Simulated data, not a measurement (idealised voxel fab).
A process module follows: voxel self aligned vias.
cross-section cut | 160 nm wide | cells 5 nm
Notation: cross-section as square-cell grid; stated in bands, top first, going down; one or more cell rows per band.
Band entry format. Leading values: height of top, height of bottom, nm. Remainder: materials in left-to-right order, each with its width in nm. Special words: "full width" on a single material, which then fills the band edge to edge; "air", empty space.
Note: height 0 marks the level under which the wafer is uniformly one material as received. Lowest band unbounded below, written "0 nm and below".
Read "30..40" as a graded width: first number on top, second number at the bottom, same change between each pair of neighbouring rows.
"nothing altered" -> step changed no cross-section cell.
Basically, "Voids, fully enclosed" tells you about the enclosed voids: empty spaces with no open way to the top, 8 cells or bigger, each written width x height at distance, where distance is from the left edge, all in nm.
Formally, on a step line, whatever follows the settings is a remark that the simulator itself makes on the step.
If you see "overlay nm" on a step's line and that step has a mask, it's telling you how far right of where it was planned the mask ended up; a negative number means it went left instead.
**plan**
1. RECEIVE, material Si
2. CONFORMAL_DEP, material SiO2, thk nm 10
3. CONFORMAL_DEP, material SiCN, thk nm 5
4. DIRECTIONAL_DEP, material SiO2, thk nm 25
5. PATTERN, tone open, mask id LINES, material resist, width nm 30, pitch nm 70, thk nm 20, overlay nm 0
6. DIRECTIONAL_ETCH, etch materials SiO2, depth nm 25
7. STRIP, etch materials resist
8. CONFORMAL_DEP, material TiN, thk nm 5
9. FILL_DEP, material W, thk nm 10
10. CMP, height nm 40
11. SELECTIVE_ETCH, etch materials W Ru TiN, depth nm 10
12. FILL_DEP, material SiN, thk nm 5
13. CMP, height nm 40
14. DIRECTIONAL_DEP, material SiO2, thk nm 15
15. DIRECTIONAL_DEP, material aC, thk nm 10
16. PATTERN, tone open, mask id VIAS, material resist, width nm 40, thk nm 30, overlay nm 0
17. DIRECTIONAL_ETCH, etch materials aC, depth nm 10
18. STRIP, etch materials resist
19. DIRECTIONAL_ETCH, etch materials SiO2, depth nm 15
20. DIRECTIONAL_ETCH, etch materials SiN, depth nm 10
21. STRIP, etch materials aC
22. CONFORMAL_DEP, material TiN, thk nm 5
23. FILL_DEP, material Cu, thk nm 10
24. CMP, height nm 55
25. CONFORMAL_DEP, material SiCN, thk nm 5
**First of two wafers - as planned**
**Cross-section of the wafer upon arrival, representing the state reached after step 1**
* 0 nm and below | Si full width
* Voids, fully enclosed: none
**You're looking at a cross-section of the wafer after step 2**
* 10 nm to 0 nm | SiO2 full width
* Nothing below the height 0 has changed.
**You're looking at a cross-section of the wafer after step 3**
* 15 nm to 10 nm | SiCN full width
* Nothing below the height 10 has changed.
**You're looking at a cross-section of the wafer after step 4**
* 40 nm to 15 nm | SiO2 full width
* Nothing below the height 15 has changed.
**You're looking at a cross-section of the wafer after step 5**
* 60 nm to 40 nm | resist: 30  air: 30  resist: 40  air: 30  resist: 30
* Nothing below the height 40 has changed.
**You're looking at a cross-section of the wafer after step 6**
* 60 nm to 40 nm | resist: 30  air: 30  resist: 40  air: 30  resist: 30
* 40 nm to 15 nm | SiO2: 30  air: 30  SiO2: 40  air: 30  SiO2: 30
* Nothing below the height 15 has changed.
**You're looking at a cross-section of the wafer after step 7**
* 40 nm to 15 nm | SiO2: 30  air: 30  SiO2: 40  air: 30  SiO2: 30
* Nothing below the height 15 has changed.
**You're looking at a cross-section of the wafer after step 8**
* 45 nm to 40 nm | TiN: 35  air: 20  TiN: 50  air: 20  TiN: 35
* 40 nm to 20 nm | SiO2: 30  TiN: 5  air: 20  TiN: 5  SiO2: 40  TiN: 5  air: 20  TiN: 5  SiO2: 30
* 20 nm to 15 nm | SiO2: 30  TiN: 30  SiO2: 40  TiN: 30  SiO2: 30
* Nothing below the height 15 has changed.
**You're looking at a cross-section of the wafer after step 9**
* 55 nm to 45 nm | W full width
* 45 nm to 40 nm | TiN: 35  W: 20  TiN: 50  W: 20  TiN: 35
* 40 nm to 20 nm | SiO2: 30  TiN: 5  W: 20  TiN: 5  SiO2: 40  TiN: 5  W: 20  TiN: 5  SiO2: 30
* Nothing below the height 20 has changed.
**You're looking at a cross-section of the wafer after step 10**
* 40 nm to 20 nm | SiO2: 30  TiN: 5  W: 20  TiN: 5  SiO2: 40  TiN: 5  W: 20  TiN: 5  SiO2: 30
* Nothing below the height 20 has changed.
**You're looking at a cross-section of the wafer after step 11**
* 40 nm to 30 nm | SiO2: 30  air: 30  SiO2: 40  air: 30  SiO2: 30
* Nothing below the height 30 has changed.
**You're looking at a cross-section of the wafer after step 12**
* 45 nm to 40 nm | SiN full width
* 40 nm to 30 nm | SiO2: 30  SiN: 30  SiO2: 40  SiN: 30  SiO2: 30
* Nothing below the height 30 has changed.
**You're looking at a cross-section of the wafer after step 13**
* 40 nm to 30 nm | SiO2: 30  SiN: 30  SiO2: 40  SiN: 30  SiO2: 30
* Nothing below the height 30 has changed.
**You're looking at a cross-section of the wafer after step 14**
* 55 nm to 40 nm | SiO2 full width
* Nothing below the height 40 has changed.
**You're looking at a cross-section of the wafer after step 15**
* 65 nm to 55 nm | aC full width
* Nothing below the height 55 has changed.
**You're looking at a cross-section of the wafer after step 16**
* 95 nm to 65 nm | resist: 25  air: 40  resist: 95
* Nothing below the height 65 has changed.
**You're looking at a cross-section of the wafer after step 17**
* 85 nm to 65 nm | resist: 25  air: 40  resist: 95
* 65 nm to 55 nm | aC: 25  air: 40  aC: 95
* Nothing below the height 55 has changed.
**You're looking at a cross-section of the wafer after step 18**
* 65 nm to 55 nm | aC: 25  air: 40  aC: 95
* Nothing below the height 55 has changed.
**You're looking at a cross-section of the wafer after step 19**
* 65 nm to 55 nm | aC: 25  air: 40  aC: 95
* 55 nm to 40 nm | SiO2: 25  air: 40  SiO2: 95
* Nothing below the height 40 has changed.
**You're looking at a cross-section of the wafer after step 20**
* 65 nm to 55 nm | aC: 25  air: 40  aC: 95
* 55 nm to 40 nm | SiO2: 25  air: 40  SiO2: 95
* 40 nm to 30 nm | SiO2: 30  air: 30  SiO2: 40  SiN: 30  SiO2: 30
* Nothing below the height 30 has changed.
**You're looking at a cross-section of the wafer after step 21**
* 55 nm to 40 nm | SiO2: 25  air: 40  SiO2: 95
* Nothing below the height 40 has changed.
**You're looking at a cross-section of the wafer after step 22**
* 60 nm to 55 nm | TiN: 30  air: 30  TiN: 100
* 55 nm to 45 nm | SiO2: 25  TiN: 5  air: 30  TiN: 5  SiO2: 95
* 45 nm to 40 nm | SiO2: 25  TiN: 10  air: 20  TiN: 10  SiO2: 95
* 40 nm to 35 nm | SiO2: 30  TiN: 5  air: 20  TiN: 5  SiO2: 40  SiN: 30  SiO2: 30
* 35 nm to 30 nm | SiO2: 30  TiN: 30  SiO2: 40  SiN: 30  SiO2: 30
* Nothing below the height 30 has changed.
**You're looking at a cross-section of the wafer after step 23**
* 70 nm to 60 nm | Cu full width
* 60 nm to 55 nm | TiN: 30  Cu: 30  TiN: 100
* 55 nm to 45 nm | SiO2: 25  TiN: 5  Cu: 30  TiN: 5  SiO2: 95
* 45 nm to 40 nm | SiO2: 25  TiN: 10  Cu: 20  TiN: 10  SiO2: 95
* 40 nm to 35 nm | SiO2: 30  TiN: 5  Cu: 20  TiN: 5  SiO2: 40  SiN: 30  SiO2: 30
* Nothing below the height 35 has changed.
**You're looking at a cross-section of the wafer after step 24**
* 55 nm to 45 nm | SiO2: 25  TiN: 5  Cu: 30  TiN: 5  SiO2: 95
* Nothing below the height 45 has changed.
**You're looking at a cross-section of the wafer after step 25**
* 60 nm to 55 nm | SiCN full width
* Nothing below the height 55 has changed.
**Wafer two of the pair: same origin, same plan, one error during the run; identical to wafer one up to and including step 23**
Second wafer, section view, time point: scheduled end of step 24: nothing altered
**Second wafer, section view, time point: scheduled end of step 25**
* 75 nm to 70 nm | SiCN full width
* Nothing below the height 70 has changed.
The plan and the run diverged here: step 24 of the plan: omitted, not performed
Final difference in cells, second wafer against first, listed per material as more or fewer: +70 Cu, +26 TiN
